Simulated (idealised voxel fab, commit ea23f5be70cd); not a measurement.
Process module, titled voxel released beams
Xsec cut, 150 nm wide, square cell size 5 nm.
Cross-section layout: square cells on a grid; listed as bands, top to bottom; a band spans one or more cell rows. Band: top height; bottom height; in nm. Then, left to right: material with width in nm, for each material. "all across": a single material spanning edge to edge. "blank": empty space. We count height from 0. Below that, the starting wafer is all one material. The lowest band never ends at the bottom but goes on down; see "0 -> down" for how that is written. The notation "30->40" denotes a width that varies across the rows of cells in the band, beginning at the first number in the top row, finishing at the second number in the bottom row, and changing by an identical amount from each row to the next. When a step is marked "nothing different", none of the cells in the cross-section changed during that step. In the "Sealed internal voids" entry, you get each enclosed empty space of 8 cells or more, one with no open way to the top, written width x height at distance, distance from the left edge, in nm. On each step's line, the part that comes after the settings is the simulator's own comment on the step. Among the settings permitted on a step's line is "overlay nm"; applied to a step with a mask, it specifies the extent to which the mask lay to the right of its planned position, whereas a negative figure signifies a position to the left.

**Listed below are the process steps as planned**
1,RECEIVE [material Si]
2,CONFORMAL_DEP [material Al2O3] [thk nm 10]
3,DIRECTIONAL_DEP [material SiO2] [thk nm 10]
4,PATTERN [tone open] [mask id ANCHOR] [material resist] [width nm 35] [thk nm 15] [overlay nm 0]
5,DIRECTIONAL_ETCH [etch materials SiO2] [depth nm 10]
6,STRIP [etch materials resist]
7,CONFORMAL_DEP [material polySi] [thk nm 10]
8,MASKED_ETCH [tone cover] [mask id BEAM] [width nm 80] [etch materials polySi] [depth nm 10] [overlay nm 0]
9,STRIP [etch materials SiO2]

**Wafer at receipt (post step 1), cross-section**
* 0 -> down  Si all across
* Sealed internal voids: none

**Wafer at module end, in section. Began as above, planned as above, run with one mistake**
* 35 -> 25  blank 30  polySi 15  blank 15  polySi 50  blank 40
* 25 -> 15  blank 35  polySi 35  blank 80
* 15 -> 0  Al2O3 all across
* 0 -> down  Si all across
* Sealed internal voids: none
Which mistake was made when the wafer was run? step 2 did not use the planned setting and instead ran as CONFORMAL_DEP [material Al2O3] [thk nm 15]
